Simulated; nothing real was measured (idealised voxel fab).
process module | voxel local oxidation
cross-section cut | 240 nm wide | cells 5 nm
A cross-section is a grid of square cells, given in bands from the top down. A band is one or more rows of cells.
Each band's line starts with the height of the band's top and of its bottom, in nm. Then come its materials from left to right, each with its width in nm. One material with "throughout" fills the band from edge to edge. "air" is empty space.
Height 0 is the level under which the wafer as received is all one material. The lowest band goes on downwards, as in "0 down".
A width such as "30 to 40" changes by the same amount from each row of cells to the next, from the band's top row to its bottom row.
"no change" after a step means that no cell of the cross-section changed.
closed voids: empty space of 8 cells or more with no open way to the top, each as width x height at its distance from the left edge, in nm
after a step's settings: what the simulator itself notes on the step
overlay nm, on a step with a mask: how far to the right of its planned place the mask lay; to the left if negative
plan
1 op RECEIVE | material Si
2 op CONFORMAL_DEP | material SiO2 | thk nm 5
3 op CONFORMAL_DEP | material SiN | thk nm 10
4 op PATTERN | tone cover | mask id ACTIVE | material resist | width nm 95 | thk nm 15 | overlay nm 0
5 op DIRECTIONAL_ETCH | etch materials SiN | depth nm 10
6 op STRIP | etch materials resist
7 op SELECTIVE_ETCH | etch materials SiO2 | depth nm 5
8 op OXIDIZE | depth nm 10
9 op STRIP | etch materials SiN
first wafer, as planned
as received, after step 1
  0 down: Si throughout
  closed voids: none
after step 2
  5 to 0: SiO2 throughout
  below 0: unchanged
after step 3
  15 to 5: SiN throughout
  below 5: unchanged
after step 4
  30 to 15: air 70 | resist 95 | air 75
  below 15: unchanged
after step 5
  30 to 15: air 70 | resist 95 | air 75
  15 to 5: air 70 | SiN 95 | air 75
  below 5: unchanged
after step 6
  15 to 5: air 70 | SiN 95 | air 75
  below 5: unchanged
after step 7
  15 to 5: air 70 | SiN 95 | air 75
  5 to 0: air 75 | SiO2 85 | air 80
  below 0: unchanged
after step 8
  15 to 5: air 70 | SiN 95 | air 75
  5 to 0: air 75 | SiO2 85 | air 80
  0 to -10: SiO2 85 | Si 65 | SiO2 90
  below -10: unchanged
after step 9
  5 to 0: air 75 | SiO2 85 | air 80
  below 0: unchanged
second wafer: like start, like plan, one mistake. Through step 3 it matches the first wafer
when step 4 should have ended
  30 to 15: air 65 | resist 95 | air 80
  below 15: unchanged
when step 5 should have ended
  30 to 15: air 65 | resist 95 | air 80
  15 to 5: air 65 | SiN 95 | air 80
  below 5: unchanged
when step 6 should have ended
  15 to 5: air 65 | SiN 95 | air 80
  below 5: unchanged
when step 7 should have ended
  15 to 5: air 65 | SiN 95 | air 80
  5 to 0: air 70 | SiO2 85 | air 85
  below 0: unchanged
when step 8 should have ended
  15 to 5: air 65 | SiN 95 | air 80
  5 to 0: air 70 | SiO2 85 | air 85
  0 to -10: SiO2 80 | Si 65 | SiO2 95
  below -10: unchanged
when step 9 should have ended
  5 to 0: air 70 | SiO2 85 | air 85
  below 0: unchanged
what went wrong: step 4 ran as: op PATTERN | tone cover | mask id ACTIVE | material resist | width nm 95 | thk nm 15 | overlay nm -5
at the end the second wafer has, in cells: as many of each material as the first, in other places
